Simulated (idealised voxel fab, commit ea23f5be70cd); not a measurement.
Process module heading - voxel transistor to metal
It is cross-section cut that appears here, measuring 205 nm in width, its square cells being 5 nm in size.
Just so we're on the same page, the cross-sections are grids of square cells, and they're listed out in bands top to bottom, each band one or more rows deep. Each band's line starts with the height of the band's top and of its bottom, in nm. Then come its materials from left to right, each with its width in nm. One material with "everywhere" fills the band from edge to edge. "air" is empty space. We count height from 0. Below that, the starting wafer is all one material. The lowest band never ends at the bottom but goes on down; see "0 down" for how that is written. A two-number width, for instance "30->40", indicates that the width is equal to the first number in the top row of the band and to the second number in the bottom row, and that it changes by a constant amount per row of cells. "nothing got changed" -> step changed no cross-section cell. Voids not open to the top, 8 cells minimum: see "Enclosed internal voids". Written width x height at distance; distance is from the left edge; nm. Step line, after settings: the simulator's comment on this step. "overlay nm" answers the question of how far to the right of plan the mask lay on a step that has a mask, and when it is negative the answer is to the left.
[Intended process steps]
- 1: RECEIVE [material Si]
- 2: CONFORMAL_DEP [material SiO2] [thk nm 5]
- 3: CONFORMAL_DEP [material SiN] [thk nm 15]
- 4: PATTERN [tone cover] [mask id ACTIVE] [material resist] [width nm 105] [thk nm 20] [overlay nm 0]
- 5: DIRECTIONAL_ETCH [etch materials SiN] [depth nm 15]
- 6: DIRECTIONAL_ETCH [etch materials SiO2] [depth nm 5]
- 7: DIRECTIONAL_ETCH [etch materials Si] [depth nm 20]
- 8: STRIP [etch materials resist]
- 9: FILL_DEP [material SiO2] [thk nm 15]
- 10: CMP [height nm 20]
- 11: SELECTIVE_ETCH [etch materials SiO2] [depth nm 10]
- 12: STRIP [etch materials SiN]
- 13: SELECTIVE_ETCH [etch materials SiO2] [depth nm 5]
- 14: OXIDIZE [depth nm 5]
- 15: DIRECTIONAL_DEP [material polySi] [thk nm 20]
- 16: DIRECTIONAL_DEP [material SiCN] [thk nm 15]
- 17: PATTERN [tone cover] [mask id GATE] [material resist] [width nm 25] [thk nm 20] [overlay nm 0]
- 18: DIRECTIONAL_ETCH [etch materials SiCN] [depth nm 25]
- 19: DIRECTIONAL_ETCH [etch materials polySi] [depth nm 30]
- 20: STRIP [etch materials resist]
- 21: CONFORMAL_DEP [material SiN] [thk nm 10]
- 22: DIRECTIONAL_ETCH [etch materials SiN] [depth nm 10]
- 23: DIRECTIONAL_ETCH [etch materials SiO2] [depth nm 5]
- 24: DIRECTIONAL_ETCH [etch materials Si] [depth nm 15]
- 25: EPI [material SiGe] [thk nm 15]
- 26: FILL_DEP [material SiO2] [thk nm 5]
- 27: CMP [height nm 35]
- 28: DIRECTIONAL_DEP [material SiO2] [thk nm 15]
- 29: MASKED_ETCH [tone open] [mask id CONTACT] [width nm 15] [pitch nm 80] [etch materials SiO2] [depth nm 40] [overlay nm 0]
- 30: CONFORMAL_DEP [material TiN] [thk nm 5]
- 31: FILL_DEP [material Ru] [thk nm 5]
- 32: CMP [height nm 50]
- 33: CONFORMAL_DEP [material SiN] [thk nm 5]
- 34: DIRECTIONAL_DEP [material lowk] [thk nm 15]
- 35: DIRECTIONAL_DEP [material aC] [thk nm 10]
- 36: PATTERN [tone open] [mask id METAL_1] [material resist] [width nm 15] [pitch nm 80] [thk nm 30] [overlay nm 0]
- 37: DIRECTIONAL_ETCH [etch materials aC] [depth nm 10]
- 38: STRIP [etch materials resist]
- 39: DIRECTIONAL_ETCH [etch materials lowk] [depth nm 15]
- 40: DIRECTIONAL_ETCH [etch materials SiN] [depth nm 5]
- 41: STRIP [etch materials aC]
- 42: CONFORMAL_DEP [material TiN] [thk nm 5]
- 43: FILL_DEP [material Cu] [thk nm 10]
- 44: CMP [height nm 70]
- 45: CONFORMAL_DEP [material SiCN] [thk nm 5]
- 46: DIRECTIONAL_DEP [material lowk] [thk nm 30]
- 47: DIRECTIONAL_DEP [material aC] [thk nm 15]
- 48: PATTERN [tone open] [mask id METAL_2] [material resist] [width nm 15] [pitch nm 80] [thk nm 30] [overlay nm 0]
- 49: DIRECTIONAL_ETCH [etch materials aC] [depth nm 15]
- 50: STRIP [etch materials resist]
- 51: DIRECTIONAL_ETCH [etch materials lowk] [depth nm 20]
- 52: STRIP [etch materials aC]
- 53: MASKED_ETCH [tone open] [mask id METAL_2_HOLES] [width nm 15] [pitch nm 80] [etch materials lowk] [depth nm 10] [overlay nm 0]
- 54: MASKED_ETCH [tone open] [mask id METAL_2_HOLES] [width nm 15] [pitch nm 80] [etch materials SiCN] [depth nm 5] [overlay nm 0]
- 55: CONFORMAL_DEP [material TiN] [thk nm 5]
- 56: FILL_DEP [material Cu] [thk nm 10]
- 57: CMP [height nm 105]
- 58: CONFORMAL_DEP [material SiN] [thk nm 5]
[Cross-section of the incoming wafer, state after step 1]
	0 down  Si everywhere
	Enclosed internal voids: none
[First of two wafers, end-of-module section, run followed plan]
	110 to 105  SiN everywhere
	105 to 75  lowk 55  TiN 5  Cu 5  TiN 5  lowk 65  TiN 5  Cu 5  TiN 5  lowk 55
	75 to 70  SiCN 55  TiN 15  SiCN 65  TiN 15  SiCN 55
	70 to 55  lowk 55  TiN 5  Cu 5  TiN 5  lowk 65  TiN 5  Cu 5  TiN 5  lowk 55
	55 to 50  SiN 55  TiN 15  SiN 65  TiN 15  SiN 55
	50 to 35  SiO2 55  TiN 5  Ru 5  TiN 5  SiO2 65  TiN 5  Ru 5  TiN 5  SiO2 55
	35 to 20  SiO2 55  TiN 5  Ru 5  TiN 5  SiO2 10  SiN 10  SiCN 25  SiN 10  SiO2 10  TiN 5  Ru 5  TiN 5  SiO2 55
	20 to 15  SiO2 55  TiN 5  Ru 5  TiN 5  SiO2 10  SiN 10  polySi 25  SiN 10  SiO2 10  TiN 5  Ru 5  TiN 5  SiO2 55
	15 to 10  SiO2 55  TiN 15  SiO2 10  SiN 10  polySi 25  SiN 10  SiO2 10  TiN 15  SiO2 55
	10 to 5  SiO2 50  SiGe 30  SiN 10  polySi 25  SiN 10  SiGe 30  SiO2 50
	5 to 0  SiO2 45  SiN 10  SiGe 25  SiN 10  polySi 25  SiN 10  SiGe 25  SiN 10  SiO2 45
	0 to -5  SiO2 55  SiGe 25  SiO2 45  SiGe 25  SiO2 55
	-5 to -20  SiO2 50  Si 5  SiGe 25  Si 45  SiGe 25  Si 5  SiO2 50
	-20 down  Si everywhere
	Enclosed internal voids: none
[This is the second of the two wafers, cross-sectioned at the end of the module; it started exactly like the first and was given the same plan, but it was run with one mistake]
	110 to 105  SiN everywhere
	105 to 100  TiN 60  Cu 5  TiN 75  Cu 5  TiN 60
	100 to 75  lowk 55  TiN 5  Cu 5  TiN 5  lowk 65  TiN 5  Cu 5  TiN 5  lowk 55
	75 to 70  SiCN 55  TiN 15  SiCN 65  TiN 15  SiCN 55
	70 to 55  lowk 55  TiN 5  Cu 5  TiN 5  lowk 65  TiN 5  Cu 5  TiN 5  lowk 55
	55 to 50  SiN 55  TiN 15  SiN 65  TiN 15  SiN 55
	50 to 35  SiO2 55  TiN 5  Ru 5  TiN 5  SiO2 65  TiN 5  Ru 5  TiN 5  SiO2 55
	35 to 20  SiO2 55  TiN 5  Ru 5  TiN 5  SiO2 10  SiN 10  SiCN 25  SiN 10  SiO2 10  TiN 5  Ru 5  TiN 5  SiO2 55
	20 to 15  SiO2 55  TiN 5  Ru 5  TiN 5  SiO2 10  SiN 10  polySi 25  SiN 10  SiO2 10  TiN 5  Ru 5  TiN 5  SiO2 55
	15 to 10  SiO2 55  TiN 15  SiO2 10  SiN 10  polySi 25  SiN 10  SiO2 10  TiN 15  SiO2 55
	10 to 5  SiO2 50  SiGe 30  SiN 10  polySi 25  SiN 10  SiGe 30  SiO2 50
	5 to 0  SiO2 45  SiN 10  SiGe 25  SiN 10  polySi 25  SiN 10  SiGe 25  SiN 10  SiO2 45
	0 to -5  SiO2 55  SiGe 25  SiO2 45  SiGe 25  SiO2 55
	-5 to -20  SiO2 50  Si 5  SiGe 25  Si 45  SiGe 25  Si 5  SiO2 50
	-20 down  Si everywhere
	Enclosed internal voids: none
Heads up, the wafer didn't run the way we planned it: step 46 was run on a setting that differed from the plan, and what really ran there is DIRECTIONAL_DEP [material lowk] [thk nm 25]
Materials where the second wafer ends with more or fewer cells than the first: TiN +35, lowk -35
